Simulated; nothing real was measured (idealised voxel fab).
The process module presented herein is designated voxel ribs on slabs.
FYI the section here is cut, 200 nm wide, cells are 5 nm squares.
In this document a cross-section is written as a grid of square cells. It is given as a series of bands, listed from the top down, and a band is one or more rows of cells.
Within each band entry, the heights of the top and of the bottom of the band appear first, in that order and in nm; the materials of the band then follow from left to right, each with its corresponding width in nm. The designation "edge to edge" on a single material indicates that it fills the band from edge to edge; the designation "empty" indicates empty space.
A quick word on heights: they are counted from 0, and under that level the wafer as it came to us is one material throughout. The lowest band is different from the rest in having no bottom; it simply continues downward, written as in "0 and below".
The two numbers in a width such as "30 to 40" mark its ends across the band: the first belongs to the top row of cells, the second to the bottom row, and from each row to the next the width moves by the same amount.
It should be understood that the words "no modifications", when stated for a given step, signify that the cross-section underwent no change in any of its cells during that step.
What "Completely sealed voids" gives you is every empty space of 8 cells or more that is cut off from the top. Each appears as width x height at distance, with the distance taken from the left edge and width, height and distance all in nm.
Past the settings on a step's line: simulator remark, on that step.
If you see "overlay nm" on a step's line and that step has a mask, it's telling you how far right of where it was planned the mask ended up; a negative number means it went left instead.
**List of planned process steps**
1) RECEIVE (material Si)
2) DIRECTIONAL_DEP (material SiO2; thk nm 25)
3) DIRECTIONAL_DEP (material polySi; thk nm 15)
4) MASKED_ETCH (tone cover; mask id RIB; width nm 20; etch materials polySi; depth nm 10; overlay nm 0)
5) MASKED_ETCH (tone cover; mask id SLAB; width nm 60; etch materials polySi; depth nm 5; overlay nm 0)
6) FILL_DEP (material SiO2; thk nm 20)
7) CMP (height nm 55)
8) DIRECTIONAL_DEP (material TiN; thk nm 5)
9) PATTERN (tone cover; mask id HEATER; material resist; width nm 30; thk nm 15; overlay nm 0)
10) DIRECTIONAL_ETCH (etch materials TiN; depth nm 5)
11) STRIP (etch materials resist)
12) CONFORMAL_DEP (material SiN; thk nm 10)
**Incoming wafer in cross-section (state: after step 1)**
    0 and below  Si edge to edge
    Completely sealed voids: none
**As-planned run: cross-section of the first of two wafers at end of module**
    70 down to 65  empty: 75 / SiN: 50 / empty: 75
    65 down to 60  SiN edge to edge
    60 down to 55  SiN: 85 / TiN: 30 / SiN: 85
    55 down to 40  SiO2 edge to edge
    40 down to 30  SiO2: 90 / polySi: 20 / SiO2: 90
    30 down to 25  SiO2: 70 / polySi: 60 / SiO2: 70
    25 down to 0  SiO2 edge to edge
    0 and below  Si edge to edge
    Completely sealed voids: none
**Second wafer through the module, sectioned at the end: same beginning and same plan as the first wafer, with one mistake in carrying it out**
    70 down to 65  empty: 75 / SiN: 50 / empty: 75
    65 down to 60  SiN edge to edge
    60 down to 55  SiN: 85 / TiN: 30 / SiN: 85
    55 down to 35  SiO2 edge to edge
    35 down to 25  SiO2: 90 / polySi: 20 / SiO2: 90
    25 down to 0  SiO2 edge to edge
    0 and below  Si edge to edge
    Completely sealed voids: none
Want to know what went wrong? step 3 deviated from plan and actually ran as DIRECTIONAL_DEP (material polySi; thk nm 10)
Per the end-of-run cell counts, the second wafer holds more or fewer of some materials than the first: SiO2 +12; polySi -12
